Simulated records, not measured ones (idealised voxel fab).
The name of this process module is voxel local oxidation.
For reference, the cross-section in this document is cut, with width 175 nm and square cells of 5 nm.
Cross-sections here: square-cell grids, written as top-down lists of bands, a band being one or more rows of cells. Top, bottom (nm), then materials left to right with widths (nm); lone material tagged "edge to edge" fills the whole band edge to edge; "air" = empty space. Basically, 0 is our baseline, since under it the wafer straight out of the box is all one material. The bottom band has no lower end and keeps on going down, so it looks like "z 0 and below". Per-row width for "30..40": begins at first number (top row of band), ends at second number (bottom row), increment between rows held constant. The designation "no alterations made", where it is given for a processing step, indicates that no cell of the cross-section was altered in the course of that step. Empty spaces counting at least 8 cells and having no open way to the top are listed in "Trapped voids". The notation width x height at distance is used for each, the distance being from the left edge and all three values in nm. Anything after a step's settings on that line? It's the simulator's own note about the step. "overlay nm", when on a step's line for a step with a mask, measures how far to the right of its planned place the mask lay; a negative measure means to the left. Every pair from here on: before one process step, after it. The after cross-section reaches only to the lowest band that changed. Below the pair: the step in between and its settings. Pairs can belong to different runs of this module on the same starting wafer; a pair carries on from the pair above only if the entry headed "Pre-step snapshot" says so.
## Pre-step snapshot
  z 0 and below  Si edge to edge
  Trapped voids: none
## Section After Processing
  z 5 to 0  SiO2 edge to edge
  Rest of section, below 0: as before.
  Trapped voids: none
What sits between those two cross-sections? CONFORMAL_DEP, material SiO2, thk nm 5
Pre-step snapshot: Please consult the pair immediately above; the cross-section it shows after its step is the state before this step.
## Section After Processing
  z 20 to 5  SiN edge to edge
  Rest of section, below 5: as before.
  Trapped voids: none
What sits between those two cross-sections? CONFORMAL_DEP, material SiN, thk nm 15
Pre-step snapshot: Please consult the pair immediately above; the cross-section it shows after its step is the state before this step.
## Section After Processing
  z 20 to 5  air (40), then SiN (90), then air (45)
  Rest of section, below 5: as before.
  Trapped voids: none
What sits between those two cross-sections? MASKED_ETCH, tone cover, mask id ACTIVE, width nm 90, etch materials SiN, depth nm 15, overlay nm 0
Pre-step snapshot: Please consult the pair immediately above; the cross-section it shows after its step is the state before this step.
## Section After Processing
  z 20 to 5  air (40), then SiN (90), then air (45)
  z 5 to 0  air (45), then SiO2 (80), then air (50)
  Rest of section, below 0: as before.
  Trapped voids: none
What sits between those two cross-sections? SELECTIVE_ETCH, etch materials SiO2, depth nm 5
Pre-step snapshot: Please consult the pair immediately above; the cross-section it shows after its step is the state before this step.
## Section After Processing
  z 20 to 5  air (40), then SiN (90), then air (45)
  z 5 to 0  air (45), then SiO2 (80), then air (50)
  z 0 to -15  SiO2 (60), then Si (50), then SiO2 (65)
  Rest of section, below -15: as before.
  Trapped voids: none
What sits between those two cross-sections? OXIDIZE, depth nm 15
Pre-step snapshot: Please consult the pair immediately above; the cross-section it shows after its step is the state before this step.
## Section After Processing
  z 5 to 0  air (45), then SiO2 (80), then air (50)
  Rest of section, below 0: as before.
  Trapped voids: none
What sits between those two cross-sections? STRIP, etch materials SiN
## Pre-step snapshot
  z 5 to 0  SiO2 edge to edge
  z 0 and below  Si edge to edge
  Trapped voids: none
## Section After Processing
  z 0 and below  Si edge to edge
  Trapped voids: none
What sits between those two cross-sections? SELECTIVE_ETCH, etch materials SiO2, depth nm 5
Pre-step snapshot: Please consult the pair immediately above; the cross-section it shows after its step is the state before this step.
## Section After Processing
  z 0 to -15  SiO2 edge to edge
  Rest of section, below -15: as before.
  Trapped voids: none
What sits between those two cross-sections? OXIDIZE, depth nm 15
## Pre-step snapshot
  z 20 to 5  air (40), then SiN (90), then air (45)
  z 5 to 0  air (45), then SiO2 (80), then air (50)
  z 0 and below  Si edge to edge
  Trapped voids: none
## Section After Processing
  z 5 to 0  air (45), then SiO2 (80), then air (50)
  Rest of section, below 0: as before.
  Trapped voids: none
What sits between those two cross-sections? STRIP, etch materials SiN
Pre-step snapshot: Please consult the pair immediately above; the cross-section it shows after its step is the state before this step.
## Section After Processing
  z 5 to 0  air (45), then SiO2 (80), then air (50)
  z 0 to -15  SiO2 (60), then Si (50), then SiO2 (65)
  Rest of section, below -15: as before.
  Trapped voids: none
What sits between those two cross-sections? OXIDIZE, depth nm 15
## Pre-step snapshot
  z 20 to 5  air (40), then SiN (90), then air (45)
  z 5 to 0  SiO2 edge to edge
  z 0 and below  Si edge to edge
  Trapped voids: none
## Section After Processing
  z 20 to 5  air (40), then SiN (90), then air (45)
  z 5 to 0  air (55), then SiO2 (60), then air (60)
  Rest of section, below 0: as before.
  Trapped voids: none
What sits between those two cross-sections? SELECTIVE_ETCH, etch materials SiO2, depth nm 15
Pre-step snapshot: Please consult the pair immediately above; the cross-section it shows after its step is the state before this step.
## Section After Processing
  z 20 to 5  air (40), then SiN (90), then air (45)
  z 5 to 0  air (55), then SiO2 (60), then air (60)
  z 0 to -15  SiO2 (70), then Si (30), then SiO2 (75)
  Rest of section, below -15: as before.
  Trapped voids: none
What sits between those two cross-sections? OXIDIZE, depth nm 15
Pre-step snapshot: Please consult the pair immediately above; the cross-section it shows after its step is the state before this step.
## Section After Processing
  z 5 to 0  air (55), then SiO2 (60), then air (60)
  Rest of section, below 0: as before.
  Trapped voids: none
What sits between those two cross-sections? STRIP, etch materials SiN
## Pre-step snapshot
  z 20 to 5  SiN edge to edge
  z 5 to 0  SiO2 edge to edge
  z 0 and below  Si edge to edge
  Trapped voids: none
## Section After Processing
  z 20 to 5  air (35), then SiN (100), then air (40)
  Rest of section, below 5: as before.
  Trapped voids: none
What sits between those two cross-sections? MASKED_ETCH, tone cover, mask id ACTIVE, width nm 100, etch materials SiN, depth nm 15, overlay nm 0
Pre-step snapshot: Please consult the pair immediately above; the cross-section it shows after its step is the state before this step.
## Section After Processing
  z 20 to 5  air (35), then SiN (100), then air (40)
  z 5 to 0  air (40), then SiO2 (90), then air (45)
  Rest of section, below 0: as before.
  Trapped voids: none
What sits between those two cross-sections? SELECTIVE_ETCH, etch materials SiO2, depth nm 5
Pre-step snapshot: Please consult the pair immediately above; the cross-section it shows after its step is the state before this step.
## Section After Processing
  z 20 to 5  air (35), then SiN (100), then air (40)
  z 5 to 0  air (40), then SiO2 (90), then air (45)
  z 0 to -15  SiO2 (55), then Si (60), then SiO2 (60)
  Rest of section, below -15: as before.
  Trapped voids: none
What sits between those two cross-sections? OXIDIZE, depth nm 15
Pre-step snapshot: Please consult the pair immediately above; the cross-section it shows after its step is the state before this step.
## Section After Processing
  z 5 to 0  air (40), then SiO2 (90), then air (45)
  Rest of section, below 0: as before.
  Trapped voids: none
What sits between those two cross-sections? STRIP, etch materials SiN
## Pre-step snapshot
  z 20 to 5  SiN edge to edge
  z 5 to 0  SiO2 edge to edge
  z 0 and below  Si edge to edge
  Trapped voids: none
## Section After Processing
  z 20 to 5  air (50), then SiN (90), then air (35)
  Rest of section, below 5: as before.
  Trapped voids: none
What sits between those two cross-sections? MASKED_ETCH, tone cover, mask id ACTIVE, width nm 90, etch materials SiN, depth nm 15, overlay nm 10
Pre-step snapshot: Please consult the pair immediately above; the cross-section it shows after its step is the state before this step.
## Section After Processing
  z 20 to 5  air (50), then SiN (90), then air (35)
  z 5 to 0  air (55), then SiO2 (80), then air (40)
  Rest of section, below 0: as before.
  Trapped voids: none
What sits between those two cross-sections? SELECTIVE_ETCH, etch materials SiO2, depth nm 5
Pre-step snapshot: Please consult the pair immediately above; the cross-section it shows after its step is the state before this step.
## Section After Processing
  z 20 to 5  air (50), then SiN (90), then air (35)
  z 5 to 0  air (55), then SiO2 (80), then air (40)
  z 0 to -15  SiO2 (70), then Si (50), then SiO2 (55)
  Rest of section, below -15: as before.
  Trapped voids: none
What sits between those two cross-sections? OXIDIZE, depth nm 15
Pre-step snapshot: Please consult the pair immediately above; the cross-section it shows after its step is the state before this step.
## Section After Processing
  z 5 to 0  air (55), then SiO2 (80), then air (40)
  Rest of section, below 0: as before.
  Trapped voids: none
What sits between those two cross-sections? STRIP, etch materials SiN
## Pre-step snapshot
  z 20 to 5  air (40), then SiN (90), then air (45)
  z 5 to 0  air (45), then SiO2 (80), then air (50)
  z 0 to -15  SiO2 (60), then Si (50), then SiO2 (65)
  z -15 and below  Si edge to edge
  Trapped voids: none
## Section After Processing
  z 0 to -15  air (60), then Si (50), then air (65)
  Rest of section, below -15: as before.
  Trapped voids: none
What sits between those two cross-sections? STRIP, etch materials SiO2
## Pre-step snapshot
  z 20 to 5  SiN edge to edge
  z 5 to 0  SiO2 edge to edge
  z 0 and below  Si edge to edge
  Trapped voids: none
## Section After Processing
  z 20 to 5  SiN (40), then air (90), then SiN (45)
  Rest of section, below 5: as before.
  Trapped voids: none
What sits between those two cross-sections? MASKED_ETCH, tone open, mask id ACTIVE, width nm 90, etch materials SiN, depth nm 15, overlay nm 0
Pre-step snapshot: Please consult the pair immediately above; the cross-section it shows after its step is the state before this step.
## Section After Processing
  z 20 to 5  SiN (40), then air (90), then SiN (45)
  z 5 to 0  SiO2 (35), then air (100), then SiO2 (40)
  Rest of section, below 0: as before.
  Trapped voids: none
What sits between those two cross-sections? SELECTIVE_ETCH, etch materials SiO2, depth nm 5
Pre-step snapshot: Please consult the pair immediately above; the cross-section it shows after its step is the state before this step.
## Section After Processing
  z 20 to 5  SiN (40), then air (90), then SiN (45)
  z 5 to 0  SiO2 (35), then air (100), then SiO2 (40)
  z 0 to -15  Si (20), then SiO2 (130), then Si (25)
  Rest of section, below -15: as before.
  Trapped voids: none
What sits between those two cross-sections? OXIDIZE, depth nm 15
Pre-step snapshot: Please consult the pair immediately above; the cross-section it shows after its step is the state before this step.
## Section After Processing
  z 5 to 0  SiO2 (35), then air (100), then SiO2 (40)
  Rest of section, below 0: as before.
  Trapped voids: none
What sits between those two cross-sections? STRIP, etch materials SiN
